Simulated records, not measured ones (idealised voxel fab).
Documented hereafter: the process module known as voxel ribs on slabs.
Cross-sectional view cut (width: 190 nm; square cell size: 5 nm).
In this document a cross-section is written as a grid of square cells. It is given as a series of bands, listed from the top down, and a band is one or more rows of cells. Read a band's entry like this: the first values are the height of its top and the height of its bottom in nm, and what follows is the sequence of materials from left to right, each with its width in nm. Note that "blank" is empty space, and that a single material marked "all across" reaches across the band from edge to edge. Zero point of the height axis is 0; under it, received wafer = one material. Lowest band: continues down indefinitely, "0 nm and below". Width spec "30 to 40" -> top row of cells at first value, bottom row at second value, equal per-row change in between. What does "remained the same" mean for a step? It means no cell of the cross-section changed in that step. Each empty space that has no open way to the top and spans at least 8 cells appears under "Fully sealed voids" as width x height at distance, the distance counted from the left edge, all in nm. It should be noted that, on the line of a given step, the content following the step's settings is a remark produced by the simulator itself with respect to that step. A step's line can hold "overlay nm"; with a mask on that step, the setting says how far right of the planned place the mask lay, while a negative setting says it lay to the left.

### List of planned process steps
1. RECEIVE, material Si
2. DIRECTIONAL_DEP, material SiO2, thk nm 20
3. DIRECTIONAL_DEP, material SiN, thk nm 20
4. DIRECTIONAL_DEP, material aC, thk nm 10
5. PATTERN, tone cover, mask id RIB, material resist, width nm 15, thk nm 25, overlay nm 0
6. DIRECTIONAL_ETCH, etch materials aC, depth nm 10
7. STRIP, etch materials resist
8. DIRECTIONAL_ETCH, etch materials SiN, depth nm 15
9. STRIP, etch materials aC
10. PATTERN, tone cover, mask id SLAB, material resist, width nm 65, thk nm 20, overlay nm 0
11. DIRECTIONAL_ETCH, etch materials SiN, depth nm 5
12. STRIP, etch materials resist
13. FILL_DEP, material SiO2, thk nm 20
14. CMP, height nm 50
15. DIRECTIONAL_DEP, material W, thk nm 10
16. PATTERN, tone cover, mask id HEATER, material resist, width nm 25, thk nm 15, overlay nm 0
17. DIRECTIONAL_ETCH, etch materials W, depth nm 10
18. STRIP, etch materials resist
19. CONFORMAL_DEP, material SiN, thk nm 5

### Shown in cross-section is the wafer as received, that is, as it stands after step 1
  0 nm and below  Si all across
  Fully sealed voids: none

### Cross-section taken at module completion on the first of two wafers; processed per the plan
  65 nm to 60 nm  75 nm blank | 35 nm SiN | 80 nm blank
  60 nm to 55 nm  75 nm blank | 5 nm SiN | 25 nm W | 5 nm SiN | 80 nm blank
  55 nm to 50 nm  80 nm SiN | 25 nm W | 85 nm SiN
  50 nm to 40 nm  SiO2 all across
  40 nm to 25 nm  85 nm SiO2 | 15 nm SiN | 90 nm SiO2
  25 nm to 20 nm  60 nm SiO2 | 65 nm SiN | 65 nm SiO2
  20 nm to 0 nm  SiO2 all across
  0 nm and below  Si all across
  Fully sealed voids: none

### second wafer at the end: like start, like plan, one mistake
  65 nm to 60 nm  75 nm blank | 35 nm SiN | 80 nm blank
  60 nm to 55 nm  75 nm blank | 5 nm SiN | 25 nm W | 5 nm SiN | 80 nm blank
  55 nm to 50 nm  80 nm SiN | 25 nm W | 85 nm SiN
  50 nm to 40 nm  SiO2 all across
  40 nm to 35 nm  60 nm SiO2 | 25 nm SiN | 15 nm SiO2 | 25 nm SiN | 65 nm SiO2
  35 nm to 25 nm  85 nm SiN | 15 nm SiO2 | 90 nm SiN
  25 nm to 20 nm  SiN all across
  20 nm to 0 nm  SiO2 all across
  0 nm and below  Si all across
  Fully sealed voids: none
Here's what went sideways: step 5 changed vs plan, executed as PATTERN, tone open, mask id RIB, material resist, width nm 15, thk nm 25, overlay nm 0
The final cell counts differ between the wafers, with the second having more or fewer of some materials than the first: +96 SiN, -96 SiO2
